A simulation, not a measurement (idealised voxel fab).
Process module in this document: voxel self aligned vias
The cross-section shown here is cut; it is 165 nm wide and divided into square cells measuring 5 nm on a side.
Reading order for cross-sections: top band down to bottom band. Underlying form: a grid of square cells. Band size: one or more rows of cells. Heads up on the band format: heights come first, top then bottom, in nm. After that it's the materials left to right, each with its width in nm. A single material flagged "all across" fills the whole band edge to edge, and "air" means there's empty space there. Heights from 0 (as-received wafer is one material below). Bottom band endless downward, as "0 down". The two numbers in a width such as "30->40" mark its ends across the band: the first belongs to the top row of cells, the second to the bottom row, and from each row to the next the width moves by the same amount. "nothing different" for a step: no cell of the cross-section changed in that step. Voids not open to the top, 8 cells minimum: see "Closed void listing". Written width x height at distance; distance is from the left edge; nm. Whatever follows a step's settings on its line is a remark the simulator itself makes about that step. overlay nm: on a step with a mask, how far right of its planned place the mask lay; negative means left.

Planned process steps
1) RECEIVE,material Si
2) CONFORMAL_DEP,material SiO2,thk nm 10
3) CONFORMAL_DEP,material SiCN,thk nm 5
4) DIRECTIONAL_DEP,material lowk,thk nm 25
5) PATTERN,tone open,mask id LINES,material resist,width nm 20,pitch nm 70,thk nm 15,overlay nm 0
6) DIRECTIONAL_ETCH,etch materials lowk,depth nm 25
7) STRIP,etch materials resist
8) CONFORMAL_DEP,material TiN,thk nm 5
9) FILL_DEP,material Ru,thk nm 10
10) CMP,height nm 40
11) SELECTIVE_ETCH,etch materials W Ru TiN,depth nm 10
12) FILL_DEP,material SiN,thk nm 10
13) CMP,height nm 40
14) DIRECTIONAL_DEP,material lowk,thk nm 20
15) MASKED_ETCH,tone open,mask id VIAS,width nm 40,etch materials lowk,depth nm 20,overlay nm 0
16) MASKED_ETCH,tone open,mask id VIAS,width nm 40,etch materials SiN,depth nm 10,overlay nm 0
17) CONFORMAL_DEP,material TiN,thk nm 5
18) FILL_DEP,material Ru,thk nm 5
19) CMP,height nm 60
20) CONFORMAL_DEP,material SiCN,thk nm 5

So this is the incoming wafer in cross-section - it's already been through step 1
- 0 down  Si all across
- Closed void listing: none

Wafer at module end, in section. Began as above, planned as above, run with one mistake
- 65 to 60  SiCN all across
- 60 to 40  lowk 25 nm, then TiN 5 nm, then Ru 30 nm, then TiN 5 nm, then lowk 100 nm
- 40 to 35  SiN 25 nm, then TiN 5 nm, then Ru 30 nm, then TiN 5 nm, then SiN 100 nm
- 35 to 30  SiN 25 nm, then TiN 40 nm, then SiN 100 nm
- 30 to 20  lowk 35 nm, then SiN 20 nm, then lowk 50 nm, then SiN 20 nm, then lowk 40 nm
- 20 to 15  lowk 35 nm, then TiN 20 nm, then lowk 50 nm, then TiN 20 nm, then lowk 40 nm
- 15 to 10  SiCN all across
- 10 to 0  SiO2 all across
- 0 down  Si all across
- Closed void listing: none
Processing error: note that step 10 departed from the planned setting and was carried out as CMP,height nm 30
